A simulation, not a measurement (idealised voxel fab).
You're looking at the process module voxel wiring stack.
This is section cut - it's 165 nm across, gridded in 5 nm square cells.
A cross-section is written here as square cells arranged in a grid, and it is given in bands from the top down, each band taking up one or more rows of cells. The entry gives the band's vertical extent as a top height and a bottom height in nm, then its horizontal make-up as materials from left to right, each with a width in nm. "air" stands for empty space; a single material marked "everywhere" fills the band edge to edge. We count height from 0. Below that, the starting wafer is all one material. The lowest band never ends at the bottom but goes on down; see "top 0, no bottom" for how that is written. The two numbers in a width such as "30->40" mark its ends across the band: the first belongs to the top row of cells, the second to the bottom row, and from each row to the next the width moves by the same amount. "changes: none" after a step means that no cell of the cross-section changed. The entry "Enclosed void catalog" lists the empty spaces that cover at least 8 cells and have no open path to the top. Each is written as width x height at distance, where the distance is measured from the left edge and all three values are in nm. Post-settings text on a step line: simulator's own remark regarding the step. overlay nm: step with mask; distance mask lay right of planned place; negative value = left of planned place.
SO HERE'S THE LINEUP OF PROCESS STEPS WE PLANNED
1: RECEIVE | material Si
2: CONFORMAL_DEP | material SiO2 | thk nm 15
3: DIRECTIONAL_DEP | material TiN | thk nm 5
4: DIRECTIONAL_DEP | material W | thk nm 20
5: DIRECTIONAL_DEP | material aC | thk nm 10
6: PATTERN | tone cover | mask id METAL_1 | material resist | width nm 30 | pitch nm 45 | thk nm 30 | overlay nm 0
7: DIRECTIONAL_ETCH | etch materials aC | depth nm 10
8: STRIP | etch materials resist
9: DIRECTIONAL_ETCH | etch materials W | depth nm 20
10: DIRECTIONAL_ETCH | etch materials TiN | depth nm 5
11: STRIP | etch materials aC
12: CONFORMAL_DEP | material SiN | thk nm 5
13: FILL_DEP | material lowk | thk nm 5
14: CMP | height nm 40
15: CONFORMAL_DEP | material SiCN | thk nm 5
16: DIRECTIONAL_DEP | material SiO2 | thk nm 20
17: DIRECTIONAL_DEP | material aC | thk nm 10
18: PATTERN | tone open | mask id PLUG_1 | material resist | width nm 15 | pitch nm 90 | thk nm 25 | overlay nm 0
19: DIRECTIONAL_ETCH | etch materials aC | depth nm 10
20: STRIP | etch materials resist
21: DIRECTIONAL_ETCH | etch materials SiO2 | depth nm 20
22: DIRECTIONAL_ETCH | etch materials SiCN | depth nm 5
23: STRIP | etch materials aC
24: EPI | material Ru | thk nm 10
25: EPI | material Ru | thk nm 10
26: EPI | material Ru | thk nm 5
27: DIRECTIONAL_DEP | material TiN | thk nm 5
28: DIRECTIONAL_DEP | material W | thk nm 25
29: DIRECTIONAL_DEP | material aC | thk nm 10
30: PATTERN | tone cover | mask id METAL_2 | material resist | width nm 30 | pitch nm 45 | thk nm 30 | overlay nm 0
31: DIRECTIONAL_ETCH | etch materials aC | depth nm 10
32: STRIP | etch materials resist
33: DIRECTIONAL_ETCH | etch materials W | depth nm 25
34: DIRECTIONAL_ETCH | etch materials TiN | depth nm 5
35: STRIP | etch materials aC
36: CONFORMAL_DEP | material SiN | thk nm 5
37: FILL_DEP | material lowk | thk nm 5
38: CMP | height nm 95
39: CONFORMAL_DEP | material SiCN | thk nm 5
40: DIRECTIONAL_DEP | material lowk | thk nm 10
41: MASKED_ETCH | tone open | mask id PLUG_2 | width nm 15 | pitch nm 90 | etch materials lowk | depth nm 10 | overlay nm 0
42: MASKED_ETCH | tone open | mask id PLUG_2 | width nm 15 | pitch nm 90 | etch materials SiCN | depth nm 5 | overlay nm 0
43: EPI | material Ru | thk nm 10
44: EPI | material Ru | thk nm 5
45: DIRECTIONAL_DEP | material TiN | thk nm 5
46: DIRECTIONAL_DEP | material W | thk nm 15
47: MASKED_ETCH | tone cover | mask id METAL_3 | width nm 30 | pitch nm 45 | etch materials W | depth nm 15 | overlay nm 0
48: MASKED_ETCH | tone cover | mask id METAL_3 | width nm 30 | pitch nm 45 | etch materials TiN | depth nm 5 | overlay nm 0
49: FILL_DEP | material SiO2 | thk nm 10
50: CMP | height nm 130
51: CONFORMAL_DEP | material SiCN | thk nm 5
52: DIRECTIONAL_DEP | material lowk | thk nm 10
53: PATTERN | tone open | mask id PLUG_3 | material resist | width nm 15 | pitch nm 45 | thk nm 20 | overlay nm 0
54: DIRECTIONAL_ETCH | etch materials lowk | depth nm 10
55: DIRECTIONAL_ETCH | etch materials SiCN | depth nm 5
56: STRIP | etch materials resist
57: CONFORMAL_DEP | material TiN | thk nm 5
58: FILL_DEP | material Cu | thk nm 5
59: CMP | height nm 145
60: DIRECTIONAL_DEP | material TiN | thk nm 5
61: DIRECTIONAL_DEP | material W | thk nm 20
62: MASKED_ETCH | tone cover | mask id METAL_4 | width nm 30 | pitch nm 45 | etch materials W | depth nm 20 | overlay nm 0
63: MASKED_ETCH | tone cover | mask id METAL_4 | width nm 30 | pitch nm 45 | etch materials TiN | depth nm 5 | overlay nm 0
64: CONFORMAL_DEP | material SiCN | thk nm 5
65: FILL_DEP | material SiO2 | thk nm 10
66: CMP | height nm 170
67: CONFORMAL_DEP | material SiCN | thk nm 5
WAFER CROSS-SECTION ON RECEIPT, I.E. AFTER STEP 1
	top 0, no bottom  Si everywhere
	Enclosed void catalog: none
CROSS-SECTION, END OF MODULE. START: AS ABOVE. PLAN: AS ABOVE. EXECUTION: ONE MISTAKE
	top 175, bottom 170  SiCN everywhere
	top 170, bottom 150  SiO2 15  SiCN 5  W 30  SiCN 5  SiO2 5  SiCN 5  W 30  SiCN 5  SiO2 5  SiCN 5  W 30  SiCN 5  SiO2 20
	top 150, bottom 145  SiCN 20  TiN 30  SiCN 15  TiN 30  SiCN 15  TiN 30  SiCN 25
	top 145, bottom 135  lowk 20  TiN 5  Cu 5  TiN 5  lowk 30  TiN 5  Cu 5  TiN 5  lowk 30  TiN 5  Cu 5  TiN 5  lowk 40
	top 135, bottom 130  SiCN 20  TiN 15  SiCN 30  TiN 15  SiCN 30  TiN 15  SiCN 40
	top 130, bottom 115  SiO2 35  W 15  SiO2 15  W 30  SiO2 30  W 15  SiO2 25
	top 115, bottom 110  SiO2 20  W 15  TiN 15  SiO2 15  TiN 30  SiO2 15  W 15  TiN 15  SiO2 25
	top 110, bottom 100  lowk 20  W 15  lowk 75  W 15  lowk 40
	top 100, bottom 95  SiCN 20  TiN 15  SiCN 75  TiN 15  SiCN 40
	top 95, bottom 85  lowk 30->15  SiN 5->20  W 15  SiN 5  lowk 5  SiN 5  W 30  SiN 5  lowk 20->5  SiN 5->20  W 15  SiN 5  lowk 20
	top 85, bottom 80  lowk 15  SiN 5  W 30  SiN 5  lowk 5  SiN 5  W 30  SiN 5  lowk 5  SiN 5  W 30  SiN 5  lowk 20
	top 80, bottom 75  SiN 20  W 15  TiN 15  SiN 15  TiN 30  SiN 15  W 15  TiN 15  SiN 25
	top 75, bottom 60  SiO2 20  W 15  SiO2 75  W 15  SiO2 40
	top 60, bottom 55  SiO2 20  TiN 15  SiO2 75  TiN 15  SiO2 40
	top 55, bottom 45  SiO2 everywhere
	top 45, bottom 40  SiCN everywhere
	top 40, bottom 20  lowk 15  SiN 5  W 30  SiN 5  lowk 5  SiN 5  W 30  SiN 5  lowk 5  SiN 5  W 30  SiN 5  lowk 20
	top 20, bottom 15  SiN 20  TiN 30  SiN 15  TiN 30  SiN 15  TiN 30  SiN 25
	top 15, bottom 0  SiO2 everywhere
	top 0, no bottom  Si everywhere
	Enclosed void catalog: none
Against the plan, the run slipped here: step 16 ran as: DIRECTIONAL_DEP | material SiO2 | thk nm 30
